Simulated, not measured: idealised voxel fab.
Process module in this document: voxel gate over fins
Cross-sectional view cut (width: 295 nm; square cell size: 5 nm).
Think of the cross-section as a grid of square cells. We describe it in bands, top to bottom, and each band covers one or more rows of those cells. The entry gives the band's vertical extent as a top height and a bottom height in nm, then its horizontal make-up as materials from left to right, each with a width in nm. "air" stands for empty space; a single material marked "everywhere" fills the band edge to edge. Below 0: as-received wafer, all one material; heights counted from there. Lowest band: no bottom, goes on down, written "from 0 down". Per-row width for "30->40": begins at first number (top row of band), ends at second number (bottom row), increment between rows held constant. When a step is marked "stayed the same", none of the cells in the cross-section changed during that step. So "Fully sealed voids" is basically the list of trapped voids: any empty space of 8 cells or more that can't reach the top through an opening. They're written width x height at distance, the distance being from the left edge, and it's all nm. It should be noted that, on the line of a given step, the content following the step's settings is a remark produced by the simulator itself with respect to that step. A step's line can hold "overlay nm"; with a mask on that step, the setting says how far right of the planned place the mask lay, while a negative setting says it lay to the left. Layout of what follows: cross-section pairs, each bracketing one process step, the after cross-section shown only to the lowest band that changed, the step between and its settings noted under each pair. Pairs may originate in different runs of this module on the same starting wafer; a pair continues from the pair above only where its entry headed "Before the process" says so.
# Before the process
	from 0 down = Si everywhere
	Fully sealed voids: none
# Section After Processing
	from 10 to 0 = SiN everywhere
	Whatever lies below 0 is exactly as it was before.
	Fully sealed voids: none
Intermediate step for the cross-sections above: CONFORMAL_DEP, material SiN, thk nm 10
Before the process: identical to the post-step cross-section of the immediately preceding pair.
# Section After Processing
	from 10 to 0 = air: 110 | SiN: 15 | air: 40 | SiN: 15 | air: 115
	Whatever lies below 0 is exactly as it was before.
	Fully sealed voids: none
Intermediate step for the cross-sections above: MASKED_ETCH, tone cover, mask id FINS, width nm 15, pitch nm 55, etch materials SiN, depth nm 10, overlay nm 0
Before the process: identical to the post-step cross-section of the immediately preceding pair.
# Section After Processing
	from 10 to 0 = air: 110 | SiN: 15 | air: 40 | SiN: 15 | air: 115
	from 0 to -35 = air: 110 | Si: 15 | air: 40 | Si: 15 | air: 115
	Whatever lies below -35 is exactly as it was before.
	Fully sealed voids: none
Intermediate step for the cross-sections above: MASKED_ETCH, tone cover, mask id FINS, width nm 15, pitch nm 55, etch materials Si, depth nm 35, overlay nm 0
Before the process: identical to the post-step cross-section of the immediately preceding pair.
# Section After Processing
	from 20 to 10 = SiO2 everywhere
	from 10 to 0 = SiO2: 110 | SiN: 15 | SiO2: 40 | SiN: 15 | SiO2: 115
	from 0 to -35 = SiO2: 110 | Si: 15 | SiO2: 40 | Si: 15 | SiO2: 115
	Whatever lies below -35 is exactly as it was before.
	Fully sealed voids: none
Intermediate step for the cross-sections above: FILL_DEP, material SiO2, thk nm 10
Before the process: identical to the post-step cross-section of the immediately preceding pair.
# Section After Processing
	from 10 to 0 = SiO2: 110 | SiN: 15 | SiO2: 40 | SiN: 15 | SiO2: 115
	Whatever lies below 0 is exactly as it was before.
	Fully sealed voids: none
Intermediate step for the cross-sections above: CMP, height nm 10
Before the process: identical to the post-step cross-section of the immediately preceding pair.
# Section After Processing
	from 25 to 10 = resist: 135 | air: 15 | resist: 145
	Whatever lies below 10 is exactly as it was before.
	Fully sealed voids: none
Intermediate step for the cross-sections above: PATTERN, tone open, mask id RAIL, material resist, width nm 15, thk nm 15, overlay nm 0
Before the process: identical to the post-step cross-section of the immediately preceding pair.
# Section After Processing
	from 25 to 10 = resist: 135 | air: 15 | resist: 145
	from 10 to 0 = SiO2: 110 | SiN: 15 | SiO2: 10 | air: 15 | SiO2: 15 | SiN: 15 | SiO2: 115
	from 0 to -30 = SiO2: 110 | Si: 15 | SiO2: 10 | air: 15 | SiO2: 15 | Si: 15 | SiO2: 115
	Whatever lies below -30 is exactly as it was before.
	Fully sealed voids: none
Intermediate step for the cross-sections above: DIRECTIONAL_ETCH, etch materials SiO2, depth nm 40
Before the process: identical to the post-step cross-section of the immediately preceding pair.
# Section After Processing
	from 10 to 0 = SiO2: 110 | SiN: 15 | SiO2: 10 | air: 15 | SiO2: 15 | SiN: 15 | SiO2: 115
	Whatever lies below 0 is exactly as it was before.
	Fully sealed voids: none
Intermediate step for the cross-sections above: STRIP, etch materials resist
Before the process: identical to the post-step cross-section of the immediately preceding pair.
# Section After Processing
	from 15 to 10 = TiN: 140 | air: 5 | TiN: 150
	from 10 to 0 = SiO2: 110 | SiN: 15 | SiO2: 10 | TiN: 5 | air: 5 | TiN: 5 | SiO2: 15 | SiN: 15 | SiO2: 115
	from 0 to -25 = SiO2: 110 | Si: 15 | SiO2: 10 | TiN: 5 | air: 5 | TiN: 5 | SiO2: 15 | Si: 15 | SiO2: 115
	from -25 to -30 = SiO2: 110 | Si: 15 | SiO2: 10 | TiN: 15 | SiO2: 15 | Si: 15 | SiO2: 115
	Whatever lies below -30 is exactly as it was before.
	Fully sealed voids: none
Intermediate step for the cross-sections above: CONFORMAL_DEP, material TiN, thk nm 5
Before the process: identical to the post-step cross-section of the immediately preceding pair.
# Section After Processing
	from 20 to 15 = Ru everywhere
	from 15 to 10 = TiN: 140 | Ru: 5 | TiN: 150
	from 10 to 0 = SiO2: 110 | SiN: 15 | SiO2: 10 | TiN: 5 | Ru: 5 | TiN: 5 | SiO2: 15 | SiN: 15 | SiO2: 115
	from 0 to -25 = SiO2: 110 | Si: 15 | SiO2: 10 | TiN: 5 | Ru: 5 | TiN: 5 | SiO2: 15 | Si: 15 | SiO2: 115
	Whatever lies below -25 is exactly as it was before.
	Fully sealed voids: none
Intermediate step for the cross-sections above: FILL_DEP, material Ru, thk nm 5
Before the process: identical to the post-step cross-section of the immediately preceding pair.
# Section After Processing
	from 10 to 0 = SiO2: 110 | SiN: 15 | SiO2: 10 | TiN: 5 | Ru: 5 | TiN: 5 | SiO2: 15 | SiN: 15 | SiO2: 115
	Whatever lies below 0 is exactly as it was before.
	Fully sealed voids: none
Intermediate step for the cross-sections above: CMP, height nm 10
Before the process: identical to the post-step cross-section of the immediately preceding pair.
# Section After Processing
	from 10 to 0 = SiO2: 110 | SiN: 15 | SiO2: 10 | air: 15 | SiO2: 15 | SiN: 15 | SiO2: 115
	from 0 to -20 = SiO2: 110 | Si: 15 | SiO2: 10 | air: 15 | SiO2: 15 | Si: 15 | SiO2: 115
	Whatever lies below -20 is exactly as it was before.
	Fully sealed voids: none
Intermediate step for the cross-sections above: SELECTIVE_ETCH, etch materials W Ru TiN, depth nm 30
Before the process: identical to the post-step cross-section of the immediately preceding pair.
# Section After Processing
	from 15 to 10 = SiO2 everywhere
	from 10 to 0 = SiO2: 110 | SiN: 15 | SiO2: 40 | SiN: 15 | SiO2: 115
	from 0 to -20 = SiO2: 110 | Si: 15 | SiO2: 40 | Si: 15 | SiO2: 115
	Whatever lies below -20 is exactly as it was before.
	Fully sealed voids: none
Intermediate step for the cross-sections above: FILL_DEP, material SiO2, thk nm 5
Before the process: identical to the post-step cross-section of the immediately preceding pair.
# Section After Processing
	from 10 to 0 = SiO2: 110 | SiN: 15 | SiO2: 40 | SiN: 15 | SiO2: 115
	Whatever lies below 0 is exactly as it was before.
	Fully sealed voids: none
Intermediate step for the cross-sections above: CMP, height nm 10
Before the process: identical to the post-step cross-section of the immediately preceding pair.
# Section After Processing
	from 10 to 0 = air: 110 | SiN: 15 | air: 40 | SiN: 15 | air: 115
	from 0 to -15 = air: 110 | Si: 15 | air: 40 | Si: 15 | air: 115
	Whatever lies below -15 is exactly as it was before.
	Fully sealed voids: none
Intermediate step for the cross-sections above: SELECTIVE_ETCH, etch materials SiO2, depth nm 25
Before the process: identical to the post-step cross-section of the immediately preceding pair.
# Section After Processing
	from 0 to -15 = air: 110 | Si: 15 | air: 40 | Si: 15 | air: 115
	Whatever lies below -15 is exactly as it was before.
	Fully sealed voids: none
Intermediate step for the cross-sections above: STRIP, etch materials SiN
Before the process: identical to the post-step cross-section of the immediately preceding pair.
# Section After Processing
	from 5 to 0 = air: 105 | HfO2: 25 | air: 30 | HfO2: 25 | air: 110
	from 0 to -10 = air: 105 | HfO2: 5 | Si: 15 | HfO2: 5 | air: 30 | HfO2: 5 | Si: 15 | HfO2: 5 | air: 110
	from -10 to -15 = HfO2: 110 | Si: 15 | HfO2: 40 | Si: 15 | HfO2: 115
	Whatever lies below -15 is exactly as it was before.
	Fully sealed voids: none
Intermediate step for the cross-sections above: CONFORMAL_DEP, material HfO2, thk nm 5
Before the process: identical to the post-step cross-section of the immediately preceding pair.
# Section After Processing
	from 10 to 5 = air: 100 | TiN: 35 | air: 20 | TiN: 35 | air: 105
	from 5 to 0 = air: 100 | TiN: 5 | HfO2: 25 | TiN: 5 | air: 20 | TiN: 5 | HfO2: 25 | TiN: 5 | air: 105
	from 0 to -5 = air: 100 | TiN: 5 | HfO2: 5 | Si: 15 | HfO2: 5 | TiN: 5 | air: 20 | TiN: 5 | HfO2: 5 | Si: 15 | HfO2: 5 | TiN: 5 | air: 105
	from -5 to -10 = TiN: 105 | HfO2: 5 | Si: 15 | HfO2: 5 | TiN: 30 | HfO2: 5 | Si: 15 | HfO2: 5 | TiN: 110
	Whatever lies below -10 is exactly as it was before.
	Fully sealed voids: none
Intermediate step for the cross-sections above: CONFORMAL_DEP, material TiN, thk nm 5
Before the process: identical to the post-step cross-section of the immediately preceding pair.
# Section After Processing
	from 20 to 10 = W everywhere
	from 10 to 5 = W: 100 | TiN: 35 | W: 20 | TiN: 35 | W: 105
	from 5 to 0 = W: 100 | TiN: 5 | HfO2: 25 | TiN: 5 | W: 20 | TiN: 5 | HfO2: 25 | TiN: 5 | W: 105
	from 0 to -5 = W: 100 | TiN: 5 | HfO2: 5 | Si: 15 | HfO2: 5 | TiN: 5 | W: 20 | TiN: 5 | HfO2: 5 | Si: 15 | HfO2: 5 | TiN: 5 | W: 105
	Whatever lies below -5 is exactly as it was before.
	Fully sealed voids: none
Intermediate step for the cross-sections above: FILL_DEP, material W, thk nm 10
Before the process: identical to the post-step cross-section of the immediately preceding pair.
# Section After Processing
	from 15 to 10 = W everywhere
	Whatever lies below 10 is exactly as it was before.
	Fully sealed voids: none
Intermediate step for the cross-sections above: CMP, height nm 15
Before the process: identical to the post-step cross-section of the immediately preceding pair.
# Section After Processing
	from 25 to 15 = SiCN everywhere
	Whatever lies below 15 is exactly as it was before.
	Fully sealed voids: none
Intermediate step for the cross-sections above: CONFORMAL_DEP, material SiCN, thk nm 10
# Before the process
	from 0 to -15 = air: 110 | Si: 15 | air: 40 | Si: 15 | air: 115
	from -15 to -20 = SiO2: 110 | Si: 15 | SiO2: 40 | Si: 15 | SiO2: 115
	from -20 to -25 = SiO2: 110 | Si: 15 | SiO2: 10 | TiN: 5 | Ru: 5 | TiN: 5 | SiO2: 15 | Si: 15 | SiO2: 115
	from -25 to -30 = SiO2: 110 | Si: 15 | SiO2: 10 | TiN: 15 | SiO2: 15 | Si: 15 | SiO2: 115
	from -30 to -35 = SiO2: 110 | Si: 15 | SiO2: 40 | Si: 15 | SiO2: 115
	from -35 down = Si everywhere
	Fully sealed voids: none
# Section After Processing
	from 5 to 0 = air: 105 | TiN: 25 | air: 30 | TiN: 25 | air: 110
	from 0 to -10 = air: 105 | TiN: 5 | Si: 15 | TiN: 5 | air: 30 | TiN: 5 | Si: 15 | TiN: 5 | air: 110
	from -10 to -15 = TiN: 110 | Si: 15 | TiN: 40 | Si: 15 | TiN: 115
	Whatever lies below -15 is exactly as it was before.
	Fully sealed voids: none
Intermediate step for the cross-sections above: CONFORMAL_DEP, material TiN, thk nm 5
Before the process: identical to the post-step cross-section of the immediately preceding pair.
# Section After Processing
	from 15 to 5 = W everywhere
	from 5 to 0 = W: 105 | TiN: 25 | W: 30 | TiN: 25 | W: 110
	from 0 to -10 = W: 105 | TiN: 5 | Si: 15 | TiN: 5 | W: 30 | TiN: 5 | Si: 15 | TiN: 5 | W: 110
	Whatever lies below -10 is exactly as it was before.
	Fully sealed voids: none
Intermediate step for the cross-sections above: FILL_DEP, material W, thk nm 10
Before the process: identical to the post-step cross-section of the immediately preceding pair.
# Section After Processing
	from 25 to 15 = SiCN everywhere
	Whatever lies below 15 is exactly as it was before.
	Fully sealed voids: none
Intermediate step for the cross-sections above: CONFORMAL_DEP, material SiCN, thk nm 10
# Before the process
	from 10 to 0 = air: 110 | SiN: 15 | air: 40 | SiN: 15 | air: 115
	from 0 to -35 = air: 110 | Si: 15 | air: 40 | Si: 15 | air: 115
	from -35 down = Si everywhere
	Fully sealed voids: none
# Section After Processing
	from 10 to 0 = air: 110 | SiN: 15 | air: 40 | SiN: 15 | air: 115
	from 0 to -70 = air: 110 | Si: 15 | air: 40 | Si: 15 | air: 115
	Whatever lies below -70 is exactly as it was before.
	Fully sealed voids: none
Intermediate step for the cross-sections above: MASKED_ETCH, tone cover, mask id FINS, width nm 15, pitch nm 55, etch materials Si, depth nm 35, overlay nm 0
Before the process: identical to the post-step cross-section of the immediately preceding pair.
# Section After Processing
	from 20 to 10 = SiO2 everywhere
	from 10 to 0 = SiO2: 110 | SiN: 15 | SiO2: 40 | SiN: 15 | SiO2: 115
	from 0 to -70 = SiO2: 110 | Si: 15 | SiO2: 40 | Si: 15 | SiO2: 115
	Whatever lies below -70 is exactly as it was before.
	Fully sealed voids: none
Intermediate step for the cross-sections above: FILL_DEP, material SiO2, thk nm 10
Before the process: identical to the post-step cross-section of the immediately preceding pair.
# Section After Processing
	from 10 to 0 = SiO2: 110 | SiN: 15 | SiO2: 40 | SiN: 15 | SiO2: 115
	Whatever lies below 0 is exactly as it was before.
	Fully sealed voids: none
Intermediate step for the cross-sections above: CMP, height nm 10
Before the process: identical to the post-step cross-section of the immediately preceding pair.
# Section After Processing
	from 25 to 10 = resist: 135 | air: 15 | resist: 145
	Whatever lies below 10 is exactly as it was before.
	Fully sealed voids: none
Intermediate step for the cross-sections above: PATTERN, tone open, mask id RAIL, material resist, width nm 15, thk nm 15, overlay nm 0
Before the process: identical to the post-step cross-section of the immediately preceding pair.
# Section After Processing
	from 25 to 10 = resist: 135 | air: 15 | resist: 145
	from 10 to 0 = SiO2: 110 | SiN: 15 | SiO2: 10 | air: 15 | SiO2: 15 | SiN: 15 | SiO2: 115
	from 0 to -30 = SiO2: 110 | Si: 15 | SiO2: 10 | air: 15 | SiO2: 15 | Si: 15 | SiO2: 115
	Whatever lies below -30 is exactly as it was before.
	Fully sealed voids: none
Intermediate step for the cross-sections above: DIRECTIONAL_ETCH, etch materials SiO2, depth nm 40
Before the process: identical to the post-step cross-section of the immediately preceding pair.
# Section After Processing
	from 10 to 0 = SiO2: 110 | SiN: 15 | SiO2: 10 | air: 15 | SiO2: 15 | SiN: 15 | SiO2: 115
	Whatever lies below 0 is exactly as it was before.
	Fully sealed voids: none
Intermediate step for the cross-sections above: STRIP, etch materials resist
Before the process: identical to the post-step cross-section of the immediately preceding pair.
# Section After Processing
	from 15 to 10 = TiN: 140 | air: 5 | TiN: 150
	from 10 to 0 = SiO2: 110 | SiN: 15 | SiO2: 10 | TiN: 5 | air: 5 | TiN: 5 | SiO2: 15 | SiN: 15 | SiO2: 115
	from 0 to -25 = SiO2: 110 | Si: 15 | SiO2: 10 | TiN: 5 | air: 5 | TiN: 5 | SiO2: 15 | Si: 15 | SiO2: 115
	from -25 to -30 = SiO2: 110 | Si: 15 | SiO2: 10 | TiN: 15 | SiO2: 15 | Si: 15 | SiO2: 115
	Whatever lies below -30 is exactly as it was before.
	Fully sealed voids: none
Intermediate step for the cross-sections above: CONFORMAL_DEP, material TiN, thk nm 5
Before the process: identical to the post-step cross-section of the immediately preceding pair.
# Section After Processing
	from 20 to 15 = Ru everywhere
	from 15 to 10 = TiN: 140 | Ru: 5 | TiN: 150
	from 10 to 0 = SiO2: 110 | SiN: 15 | SiO2: 10 | TiN: 5 | Ru: 5 | TiN: 5 | SiO2: 15 | SiN: 15 | SiO2: 115
	from 0 to -25 = SiO2: 110 | Si: 15 | SiO2: 10 | TiN: 5 | Ru: 5 | TiN: 5 | SiO2: 15 | Si: 15 | SiO2: 115
	Whatever lies below -25 is exactly as it was before.
	Fully sealed voids: none
Intermediate step for the cross-sections above: FILL_DEP, material Ru, thk nm 5
Before the process: identical to the post-step cross-section of the immediately preceding pair.
# Section After Processing
	from 10 to 0 = SiO2: 110 | SiN: 15 | SiO2: 10 | TiN: 5 | Ru: 5 | TiN: 5 | SiO2: 15 | SiN: 15 | SiO2: 115
	Whatever lies below 0 is exactly as it was before.
	Fully sealed voids: none
Intermediate step for the cross-sections above: CMP, height nm 10
Before the process: identical to the post-step cross-section of the immediately preceding pair.
# Section After Processing
	from 10 to 0 = SiO2: 110 | SiN: 15 | SiO2: 10 | air: 15 | SiO2: 15 | SiN: 15 | SiO2: 115
	from 0 to -20 = SiO2: 110 | Si: 15 | SiO2: 10 | air: 15 | SiO2: 15 | Si: 15 | SiO2: 115
	Whatever lies below -20 is exactly as it was before.
	Fully sealed voids: none
Intermediate step for the cross-sections above: SELECTIVE_ETCH, etch materials W Ru TiN, depth nm 30
Before the process: identical to the post-step cross-section of the immediately preceding pair.
# Section After Processing
	from 15 to 10 = SiO2 everywhere
	from 10 to 0 = SiO2: 110 | SiN: 15 | SiO2: 40 | SiN: 15 | SiO2: 115
	from 0 to -20 = SiO2: 110 | Si: 15 | SiO2: 40 | Si: 15 | SiO2: 115
	Whatever lies below -20 is exactly as it was before.
	Fully sealed voids: none
Intermediate step for the cross-sections above: FILL_DEP, material SiO2, thk nm 5
Before the process: identical to the post-step cross-section of the immediately preceding pair.
# Section After Processing
	from 10 to 0 = SiO2: 110 | SiN: 15 | SiO2: 40 | SiN: 15 | SiO2: 115
	Whatever lies below 0 is exactly as it was before.
	Fully sealed voids: none
Intermediate step for the cross-sections above: CMP, height nm 10
Before the process: identical to the post-step cross-section of the immediately preceding pair.
# Section After Processing
	from 10 to 0 = air: 110 | SiN: 15 | air: 40 | SiN: 15 | air: 115
	from 0 to -15 = air: 110 | Si: 15 | air: 40 | Si: 15 | air: 115
	Whatever lies below -15 is exactly as it was before.
	Fully sealed voids: none
Intermediate step for the cross-sections above: SELECTIVE_ETCH, etch materials SiO2, depth nm 25
Before the process: identical to the post-step cross-section of the immediately preceding pair.
# Section After Processing
	from 0 to -15 = air: 110 | Si: 15 | air: 40 | Si: 15 | air: 115
	Whatever lies below -15 is exactly as it was before.
	Fully sealed voids: none
Intermediate step for the cross-sections above: STRIP, etch materials SiN
Before the process: identical to the post-step cross-section of the immediately preceding pair.
# Section After Processing
	from 5 to 0 = air: 105 | HfO2: 25 | air: 30 | HfO2: 25 | air: 110
	from 0 to -10 = air: 105 | HfO2: 5 | Si: 15 | HfO2: 5 | air: 30 | HfO2: 5 | Si: 15 | HfO2: 5 | air: 110
	from -10 to -15 = HfO2: 110 | Si: 15 | HfO2: 40 | Si: 15 | HfO2: 115
	Whatever lies below -15 is exactly as it was before.
	Fully sealed voids: none
Intermediate step for the cross-sections above: CONFORMAL_DEP, material HfO2, thk nm 5
Before the process: identical to the post-step cross-section of the immediately preceding pair.
# Section After Processing
	from 10 to 5 = air: 100 | TiN: 35 | air: 20 | TiN: 35 | air: 105
	from 5 to 0 = air: 100 | TiN: 5 | HfO2: 25 | TiN: 5 | air: 20 | TiN: 5 | HfO2: 25 | TiN: 5 | air: 105
	from 0 to -5 = air: 100 | TiN: 5 | HfO2: 5 | Si: 15 | HfO2: 5 | TiN: 5 | air: 20 | TiN: 5 | HfO2: 5 | Si: 15 | HfO2: 5 | TiN: 5 | air: 105
	from -5 to -10 = TiN: 105 | HfO2: 5 | Si: 15 | HfO2: 5 | TiN: 30 | HfO2: 5 | Si: 15 | HfO2: 5 | TiN: 110
	Whatever lies below -10 is exactly as it was before.
	Fully sealed voids: none
Intermediate step for the cross-sections above: CONFORMAL_DEP, material TiN, thk nm 5
Before the process: identical to the post-step cross-section of the immediately preceding pair.
# Section After Processing
	from 20 to 10 = W everywhere
	from 10 to 5 = W: 100 | TiN: 35 | W: 20 | TiN: 35 | W: 105
	from 5 to 0 = W: 100 | TiN: 5 | HfO2: 25 | TiN: 5 | W: 20 | TiN: 5 | HfO2: 25 | TiN: 5 | W: 105
	from 0 to -5 = W: 100 | TiN: 5 | HfO2: 5 | Si: 15 | HfO2: 5 | TiN: 5 | W: 20 | TiN: 5 | HfO2: 5 | Si: 15 | HfO2: 5 | TiN: 5 | W: 105
	Whatever lies below -5 is exactly as it was before.
	Fully sealed voids: none
Intermediate step for the cross-sections above: FILL_DEP, material W, thk nm 10
Before the process: identical to the post-step cross-section of the immediately preceding pair.
# Section After Processing
	from 15 to 10 = W everywhere
	Whatever lies below 10 is exactly as it was before.
	Fully sealed voids: none
Intermediate step for the cross-sections above: CMP, height nm 15
Before the process: identical to the post-step cross-section of the immediately preceding pair.
# Section After Processing
	from 25 to 15 = SiCN everywhere
	Whatever lies below 15 is exactly as it was before.
	Fully sealed voids: none
Intermediate step for the cross-sections above: CONFORMAL_DEP, material SiCN, thk nm 10
# Before the process
	from 5 to 0 = air: 105 | TiN: 25 | air: 30 | TiN: 25 | air: 110
	from 0 to -10 = air: 105 | TiN: 5 | Si: 15 | TiN: 5 | air: 30 | TiN: 5 | Si: 15 | TiN: 5 | air: 110
	from -10 to -15 = TiN: 110 | Si: 15 | TiN: 40 | Si: 15 | TiN: 115
	from -15 to -20 = SiO2: 110 | Si: 15 | SiO2: 40 | Si: 15 | SiO2: 115
	from -20 to -25 = SiO2: 110 | Si: 15 | SiO2: 10 | TiN: 5 | Ru: 5 | TiN: 5 | SiO2: 15 | Si: 15 | SiO2: 115
	from -25 to -30 = SiO2: 110 | Si: 15 | SiO2: 10 | TiN: 15 | SiO2: 15 | Si: 15 | SiO2: 115
	from -30 to -35 = SiO2: 110 | Si: 15 | SiO2: 40 | Si: 15 | SiO2: 115
	from -35 down = Si everywhere
	Fully sealed voids: none
# Section After Processing
	from 10 to 5 = air: 100 | HfO2: 35 | air: 20 | HfO2: 35 | air: 105
	from 5 to 0 = air: 100 | HfO2: 5 | TiN: 25 | HfO2: 5 | air: 20 | HfO2: 5 | TiN: 25 | HfO2: 5 | air: 105
	from 0 to -5 = air: 100 | HfO2: 5 | TiN: 5 | Si: 15 | TiN: 5 | HfO2: 5 | air: 20 | HfO2: 5 | TiN: 5 | Si: 15 | TiN: 5 | HfO2: 5 | air: 105
	from -5 to -10 = HfO2: 105 | TiN: 5 | Si: 15 | TiN: 5 | HfO2: 30 | TiN: 5 | Si: 15 | TiN: 5 | HfO2: 110
	Whatever lies below -10 is exactly as it was before.
	Fully sealed voids: none
Intermediate step for the cross-sections above: CONFORMAL_DEP, material HfO2, thk nm 5
Before the process: identical to the post-step cross-section of the immediately preceding pair.
# Section After Processing
	from 20 to 10 = W everywhere
	from 10 to 5 = W: 100 | HfO2: 35 | W: 20 | HfO2: 35 | W: 105
	from 5 to 0 = W: 100 | HfO2: 5 | TiN: 25 | HfO2: 5 | W: 20 | HfO2: 5 | TiN: 25 | HfO2: 5 | W: 105
	from 0 to -5 = W: 100 | HfO2: 5 | TiN: 5 | Si: 15 | TiN: 5 | HfO2: 5 | W: 20 | HfO2: 5 | TiN: 5 | Si: 15 | TiN: 5 | HfO2: 5 | W: 105
	Whatever lies below -5 is exactly as it was before.
	Fully sealed voids: none
Intermediate step for the cross-sections above: FILL_DEP, material W, thk nm 10
Before the process: identical to the post-step cross-section of the immediately preceding pair.
# Section After Processing
	from 15 to 10 = W everywhere
	Whatever lies below 10 is exactly as it was before.
	Fully sealed voids: none
Intermediate step for the cross-sections above: CMP, height nm 15
Before the process: identical to the post-step cross-section of the immediately preceding pair.
# Section After Processing
	from 25 to 15 = SiCN everywhere
	Whatever lies below 15 is exactly as it was before.
	Fully sealed voids: none
Intermediate step for the cross-sections above: CONFORMAL_DEP, material SiCN, thk nm 10
# Before the process
	from 20 to 10 = W everywhere
	from 10 to 5 = W: 100 | TiN: 35 | W: 20 | TiN: 35 | W: 105
	from 5 to 0 = W: 100 | TiN: 5 | HfO2: 25 | TiN: 5 | W: 20 | TiN: 5 | HfO2: 25 | TiN: 5 | W: 105
	from 0 to -5 = W: 100 | TiN: 5 | HfO2: 5 | Si: 15 | HfO2: 5 | TiN: 5 | W: 20 | TiN: 5 | HfO2: 5 | Si: 15 | HfO2: 5 | TiN: 5 | W: 105
	from -5 to -10 = TiN: 105 | HfO2: 5 | Si: 15 | HfO2: 5 | TiN: 30 | HfO2: 5 | Si: 15 | HfO2: 5 | TiN: 110
	from -10 to -15 = HfO2: 110 | Si: 15 | HfO2: 40 | Si: 15 | HfO2: 115
	from -15 to -20 = SiO2: 110 | Si: 15 | SiO2: 40 | Si: 15 | SiO2: 115
	from -20 to -25 = SiO2: 110 | Si: 15 | SiO2: 10 | TiN: 5 | Ru: 5 | TiN: 5 | SiO2: 15 | Si: 15 | SiO2: 115
	from -25 to -30 = SiO2: 110 | Si: 15 | SiO2: 10 | TiN: 15 | SiO2: 15 | Si: 15 | SiO2: 115
	from -30 to -35 = SiO2: 110 | Si: 15 | SiO2: 40 | Si: 15 | SiO2: 115
	from -35 down = Si everywhere
	Fully sealed voids: none
# Section After Processing
	from 10 to 5 = W: 100 | TiN: 35 | W: 20 | TiN: 35 | W: 105
	Whatever lies below 5 is exactly as it was before.
	Fully sealed voids: none
Intermediate step for the cross-sections above: CMP, height nm 10
Before the process: identical to the post-step cross-section of the immediately preceding pair.
# Section After Processing
	from 20 to 10 = SiCN everywhere
	Whatever lies below 10 is exactly as it was before.
	Fully sealed voids: none
Intermediate step for the cross-sections above: CONFORMAL_DEP, material SiCN, thk nm 10
# Before the process
	from 10 to 0 = SiO2: 110 | SiN: 15 | SiO2: 40 | SiN: 15 | SiO2: 115
	from 0 to -35 = SiO2: 110 | Si: 15 | SiO2: 40 | Si: 15 | SiO2: 115
	from -35 down = Si everywhere
	Fully sealed voids: none
# Section After Processing
	from 25 to 10 = resist: 130 | air: 25 | resist: 140
	Whatever lies below 10 is exactly as it was before.
	Fully sealed voids: none
Intermediate step for the cross-sections above: PATTERN, tone open, mask id RAIL, material resist, width nm 25, thk nm 15, overlay nm 0
Before the process: identical to the post-step cross-section of the immediately preceding pair.
# Section After Processing
	from 25 to 10 = resist: 130 | air: 25 | resist: 140
	from 10 to 0 = SiO2: 110 | SiN: 15 | SiO2: 5 | air: 25 | SiO2: 10 | SiN: 15 | SiO2: 115
	from 0 to -30 = SiO2: 110 | Si: 15 | SiO2: 5 | air: 25 | SiO2: 10 | Si: 15 | SiO2: 115
	Whatever lies below -30 is exactly as it was before.
	Fully sealed voids: none
Intermediate step for the cross-sections above: DIRECTIONAL_ETCH, etch materials SiO2, depth nm 40
Before the process: identical to the post-step cross-section of the immediately preceding pair.
# Section After Processing
	from 10 to 0 = SiO2: 110 | SiN: 15 | SiO2: 5 | air: 25 | SiO2: 10 | SiN: 15 | SiO2: 115
	Whatever lies below 0 is exactly as it was before.
	Fully sealed voids: none
Intermediate step for the cross-sections above: STRIP, etch materials resist
Before the process: identical to the post-step cross-section of the immediately preceding pair.
# Section After Processing
	from 15 to 10 = TiN: 135 | air: 15 | TiN: 145
	from 10 to 0 = SiO2: 110 | SiN: 15 | SiO2: 5 | TiN: 5 | air: 15 | TiN: 5 | SiO2: 10 | SiN: 15 | SiO2: 115
	from 0 to -25 = SiO2: 110 | Si: 15 | SiO2: 5 | TiN: 5 | air: 15 | TiN: 5 | SiO2: 10 | Si: 15 | SiO2: 115
	from -25 to -30 = SiO2: 110 | Si: 15 | SiO2: 5 | TiN: 25 | SiO2: 10 | Si: 15 | SiO2: 115
	Whatever lies below -30 is exactly as it was before.
	Fully sealed voids: none
Intermediate step for the cross-sections above: CONFORMAL_DEP, material TiN, thk nm 5
Before the process: identical to the post-step cross-section of the immediately preceding pair.
# Section After Processing
	from 20 to 15 = Ru everywhere
	from 15 to 10 = TiN: 135 | Ru: 15 | TiN: 145
	from 10 to 0 = SiO2: 110 | SiN: 15 | SiO2: 5 | TiN: 5 | Ru: 15 | TiN: 5 | SiO2: 10 | SiN: 15 | SiO2: 115
	from 0 to -25 = SiO2: 110 | Si: 15 | SiO2: 5 | TiN: 5 | Ru: 15 | TiN: 5 | SiO2: 10 | Si: 15 | SiO2: 115
	Whatever lies below -25 is exactly as it was before.
	Fully sealed voids: none
Intermediate step for the cross-sections above: FILL_DEP, material Ru, thk nm 5
Before the process: identical to the post-step cross-section of the immediately preceding pair.
# Section After Processing
	from 10 to 0 = SiO2: 110 | SiN: 15 | SiO2: 5 | TiN: 5 | Ru: 15 | TiN: 5 | SiO2: 10 | SiN: 15 | SiO2: 115
	Whatever lies below 0 is exactly as it was before.
	Fully sealed voids: none
Intermediate step for the cross-sections above: CMP, height nm 10
Before the process: identical to the post-step cross-section of the immediately preceding pair.
# Section After Processing
	from 10 to 0 = SiO2: 110 | SiN: 15 | SiO2: 5 | air: 25 | SiO2: 10 | SiN: 15 | SiO2: 115
	from 0 to -20 = SiO2: 110 | Si: 15 | SiO2: 5 | air: 25 | SiO2: 10 | Si: 15 | SiO2: 115
	Whatever lies below -20 is exactly as it was before.
	Fully sealed voids: none
Intermediate step for the cross-sections above: SELECTIVE_ETCH, etch materials W Ru TiN, depth nm 30
Before the process: identical to the post-step cross-section of the immediately preceding pair.
# Section After Processing
	from 15 to 10 = SiO2 everywhere
	from 10 to 0 = SiO2: 110 | SiN: 15 | SiO2: 40 | SiN: 15 | SiO2: 115
	from 0 to -20 = SiO2: 110 | Si: 15 | SiO2: 40 | Si: 15 | SiO2: 115
	Whatever lies below -20 is exactly as it was before.
	Fully sealed voids: none
Intermediate step for the cross-sections above: FILL_DEP, material SiO2, thk nm 5
Before the process: identical to the post-step cross-section of the immediately preceding pair.
# Section After Processing
	from 10 to 0 = SiO2: 110 | SiN: 15 | SiO2: 40 | SiN: 15 | SiO2: 115
	Whatever lies below 0 is exactly as it was before.
	Fully sealed voids: none
Intermediate step for the cross-sections above: CMP, height nm 10
Before the process: identical to the post-step cross-section of the immediately preceding pair.
# Section After Processing
	from 10 to 0 = air: 110 | SiN: 15 | air: 40 | SiN: 15 | air: 115
	from 0 to -15 = air: 110 | Si: 15 | air: 40 | Si: 15 | air: 115
	Whatever lies below -15 is exactly as it was before.
	Fully sealed voids: none
Intermediate step for the cross-sections above: SELECTIVE_ETCH, etch materials SiO2, depth nm 25
